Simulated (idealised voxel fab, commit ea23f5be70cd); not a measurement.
Process module heading - voxel wiring stack
Xsec cut, 225 nm wide, square cell size 5 nm.
A cross-section is a grid of square cells, given in bands from the top down. A band is one or more rows of cells.
Band: top and bottom heights (nm) first, top before bottom; then materials from left to right, widths in nm. "all across" marks a sole material filling the band edge to edge. "empty" denotes empty space.
Measure heights from 0. That's the level where, below it, the as-received wafer is all one material. The lowest band is bottomless and extends downward; write it as in "0 down".
When a width is written as two numbers, as in "30->40", the first number is the width in the top row of cells of the band and the second is the width in its bottom row, and the width changes by the same amount from each row to the next.
It should be understood that the words "no change occurred", when stated for a given step, signify that the cross-section underwent no change in any of its cells during that step.
So "Trapped cavities" is basically the list of trapped voids: any empty space of 8 cells or more that can't reach the top through an opening. They're written width x height at distance, the distance being from the left edge, and it's all nm.
Where a step's line continues beyond its settings, the continuation is a remark by the simulator itself on that step.
"overlay nm" on a masked step: distance the mask lay right of its planned place, negative for left.

THE PROCESS STEPS THAT WERE PLANNED ARE LISTED BELOW
- 1: RECEIVE [material Si]
- 2: CONFORMAL_DEP [material SiO2] [thk nm 15]
- 3: CONFORMAL_DEP [material SiN] [thk nm 5]
- 4: DIRECTIONAL_DEP [material lowk] [thk nm 20]
- 5: MASKED_ETCH [tone open] [mask id METAL_1] [width nm 25] [pitch nm 55] [etch materials lowk] [depth nm 20] [overlay nm 0]
- 6: MASKED_ETCH [tone open] [mask id METAL_1] [width nm 25] [pitch nm 55] [etch materials SiN] [depth nm 5] [overlay nm 0]
- 7: CONFORMAL_DEP [material TiN] [thk nm 5]
- 8: FILL_DEP [material Cu] [thk nm 5]
- 9: CMP [height nm 40]
- 10: EPI [material Ru] [thk nm 5]
- 11: FILL_DEP [material SiCN] [thk nm 5]
- 12: DIRECTIONAL_DEP [material SiO2] [thk nm 20]
- 13: MASKED_ETCH [tone open] [mask id PLUG_1] [width nm 15] [etch materials SiO2] [depth nm 20] [overlay nm 0]
- 14: MASKED_ETCH [tone open] [mask id PLUG_1] [width nm 15] [etch materials SiCN] [depth nm 5] [overlay nm 0]
- 15: CONFORMAL_DEP [material TiN] [thk nm 5]
- 16: FILL_DEP [material Cu] [thk nm 5]
- 17: CMP [height nm 70]
- 18: DIRECTIONAL_DEP [material TiN] [thk nm 5]
- 19: DIRECTIONAL_DEP [material W] [thk nm 25]
- 20: DIRECTIONAL_DEP [material aC] [thk nm 10]
- 21: PATTERN [tone cover] [mask id METAL_2] [material resist] [width nm 25] [pitch nm 55] [thk nm 30] [overlay nm 0]
- 22: DIRECTIONAL_ETCH [etch materials aC] [depth nm 10]
- 23: STRIP [etch materials resist]
- 24: DIRECTIONAL_ETCH [etch materials W] [depth nm 25]
- 25: DIRECTIONAL_ETCH [etch materials TiN] [depth nm 5]
- 26: STRIP [etch materials aC]
- 27: FILL_DEP [material lowk] [thk nm 5]
- 28: CMP [height nm 100]
- 29: CONFORMAL_DEP [material SiCN] [thk nm 5]
- 30: DIRECTIONAL_DEP [material lowk] [thk nm 30]
- 31: PATTERN [tone open] [mask id METAL_3] [material resist] [width nm 25] [pitch nm 55] [thk nm 20] [overlay nm 0]
- 32: DIRECTIONAL_ETCH [etch materials lowk] [depth nm 15]
- 33: STRIP [etch materials resist]
- 34: MASKED_ETCH [tone open] [mask id METAL_3_HOLES] [width nm 15] [etch materials lowk] [depth nm 15] [overlay nm 0]
- 35: MASKED_ETCH [tone open] [mask id METAL_3_HOLES] [width nm 15] [etch materials SiCN] [depth nm 5] [overlay nm 0]
- 36: CONFORMAL_DEP [material TiN] [thk nm 5]
- 37: FILL_DEP [material Cu] [thk nm 5]
- 38: CMP [height nm 135]
- 39: CONFORMAL_DEP [material SiCN] [thk nm 5]
- 40: DIRECTIONAL_DEP [material lowk] [thk nm 15]
- 41: MASKED_ETCH [tone open] [mask id PLUG_3] [width nm 15] [pitch nm 55] [etch materials lowk] [depth nm 15] [overlay nm 0]
- 42: MASKED_ETCH [tone open] [mask id PLUG_3] [width nm 15] [pitch nm 55] [etch materials SiCN] [depth nm 5] [overlay nm 0]
- 43: EPI [material Ru] [thk nm 10]
- 44: EPI [material Ru] [thk nm 10]
- 45: CONFORMAL_DEP [material SiN] [thk nm 5]
- 46: DIRECTIONAL_DEP [material SiO2] [thk nm 15]
- 47: MASKED_ETCH [tone open] [mask id METAL_4] [width nm 25] [pitch nm 55] [etch materials SiO2] [depth nm 15] [overlay nm 0]
- 48: MASKED_ETCH [tone open] [mask id METAL_4] [width nm 25] [pitch nm 55] [etch materials SiN] [depth nm 5] [overlay nm 0]
- 49: CONFORMAL_DEP [material TiN] [thk nm 5]
- 50: FILL_DEP [material Ru] [thk nm 5]
- 51: CMP [height nm 175]
- 52: CONFORMAL_DEP [material SiN] [thk nm 5]

STEP 1 COMPLETE: CROSS-SECTION OF THE WAFER AS RECEIVED
> 0 down | Si all across
> Trapped cavities: none

CROSS-SECTION, FIRST OF TWO WAFERS, END OF MODULE, RUN AS PLANNED
> 180 to 175 | SiN all across
> 175 to 160 | 70 of SiO2, then 5 of TiN, then 15 of Ru, then 5 of TiN, then 30 of SiO2, then 5 of TiN, then 15 of Ru, then 5 of TiN, then 75 of SiO2
> 160 to 155 | 70 of SiN, then 25 of TiN, then 30 of SiN, then 25 of TiN, then 75 of SiN
> 155 to 140 | 70 of lowk, then 15 of Ru, then 40 of lowk, then 15 of Ru, then 85 of lowk
> 140 to 135 | 70 of SiCN, then 15 of Ru, then 40 of SiCN, then 15 of Ru, then 85 of SiCN
> 135 to 125 | 70 of lowk, then 5 of TiN, then 15 of Cu, then 5 of TiN, then 30 of lowk, then 5 of TiN, then 15 of Cu, then 5 of TiN, then 75 of lowk
> 125 to 120 | 70 of lowk, then 5 of TiN, then 5 of Cu, then 15 of TiN, then 30 of lowk, then 25 of TiN, then 75 of lowk
> 120 to 105 | 70 of lowk, then 5 of TiN, then 5 of Cu, then 5 of TiN, then 140 of lowk
> 105 to 100 | 70 of SiCN, then 15 of TiN, then 140 of SiCN
> 100 to 75 | 70 of lowk, then 25 of W, then 30 of lowk, then 25 of W, then 75 of lowk
> 75 to 70 | 70 of lowk, then 25 of TiN, then 30 of lowk, then 25 of TiN, then 75 of lowk
> 70 to 50 | 70 of SiO2, then 5 of TiN, then 5 of Cu, then 5 of TiN, then 140 of SiO2
> 50 to 45 | 70 of SiCN, then 15 of TiN, then 140 of SiCN
> 45 to 40 | 65 of SiCN, then 35 of Ru, then 20 of SiCN, then 35 of Ru, then 70 of SiCN
> 40 to 20 | 70 of lowk, then 5 of TiN, then 15 of Cu, then 5 of TiN, then 30 of lowk, then 5 of TiN, then 15 of Cu, then 5 of TiN, then 75 of lowk
> 20 to 15 | 70 of SiN, then 25 of TiN, then 30 of SiN, then 25 of TiN, then 75 of SiN
> 15 to 0 | SiO2 all across
> 0 down | Si all across
> Trapped cavities: none

SECOND WAFER THROUGH THE MODULE, SECTIONED AT THE END: SAME BEGINNING AND SAME PLAN AS THE FIRST WAFER, WITH ONE MISTAKE IN CARRYING IT OUT
> 180 to 175 | SiN all across
> 175 to 165 | 70 of SiO2, then 5 of TiN, then 15 of Ru, then 5 of TiN, then 30 of SiO2, then 5 of TiN, then 15 of Ru, then 5 of TiN, then 75 of SiO2
> 165 to 160 | 70 of SiO2, then 10 of TiN, then 5 of Ru, then 10 of TiN, then 30 of SiO2, then 10 of TiN, then 5 of Ru, then 10 of TiN, then 75 of SiO2
> 160 to 155 | 75 of SiN, then 15 of TiN, then 40 of SiN, then 15 of TiN, then 80 of SiN
> 155 to 140 | 70 of lowk, then 15 of Ru, then 40 of lowk, then 15 of Ru, then 85 of lowk
> 140 to 135 | 70 of SiCN, then 15 of Ru, then 40 of SiCN, then 15 of Ru, then 85 of SiCN
> 135 to 125 | 70 of lowk, then 5 of TiN, then 15 of Cu, then 5 of TiN, then 30 of lowk, then 5 of TiN, then 15 of Cu, then 5 of TiN, then 75 of lowk
> 125 to 120 | 70 of lowk, then 5 of TiN, then 5 of Cu, then 15 of TiN, then 30 of lowk, then 25 of TiN, then 75 of lowk
> 120 to 105 | 70 of lowk, then 5 of TiN, then 5 of Cu, then 5 of TiN, then 140 of lowk
> 105 to 100 | 70 of SiCN, then 15 of TiN, then 140 of SiCN
> 100 to 75 | 70 of lowk, then 25 of W, then 30 of lowk, then 25 of W, then 75 of lowk
> 75 to 70 | 70 of lowk, then 25 of TiN, then 30 of lowk, then 25 of TiN, then 75 of lowk
> 70 to 50 | 70 of SiO2, then 5 of TiN, then 5 of Cu, then 5 of TiN, then 140 of SiO2
> 50 to 45 | 70 of SiCN, then 15 of TiN, then 140 of SiCN
> 45 to 40 | 65 of SiCN, then 35 of Ru, then 20 of SiCN, then 35 of Ru, then 70 of SiCN
> 40 to 20 | 70 of lowk, then 5 of TiN, then 15 of Cu, then 5 of TiN, then 30 of lowk, then 5 of TiN, then 15 of Cu, then 5 of TiN, then 75 of lowk
> 20 to 15 | 70 of SiN, then 25 of TiN, then 30 of SiN, then 25 of TiN, then 75 of SiN
> 15 to 0 | SiO2 all across
> 0 down | Si all across
> Trapped cavities: none
Short version of what went wrong: heads up, step 48 didn't go per plan, it actually ran as MASKED_ETCH [tone open] [mask id METAL_4] [width nm 15] [pitch nm 55] [etch materials SiN] [depth nm 5] [overlay nm 0]
It is noted that, at the conclusion of processing, the second wafer exhibits a higher or lower cell count for certain materials relative to the first: Ru: 4 fewer, SiN: 4 more
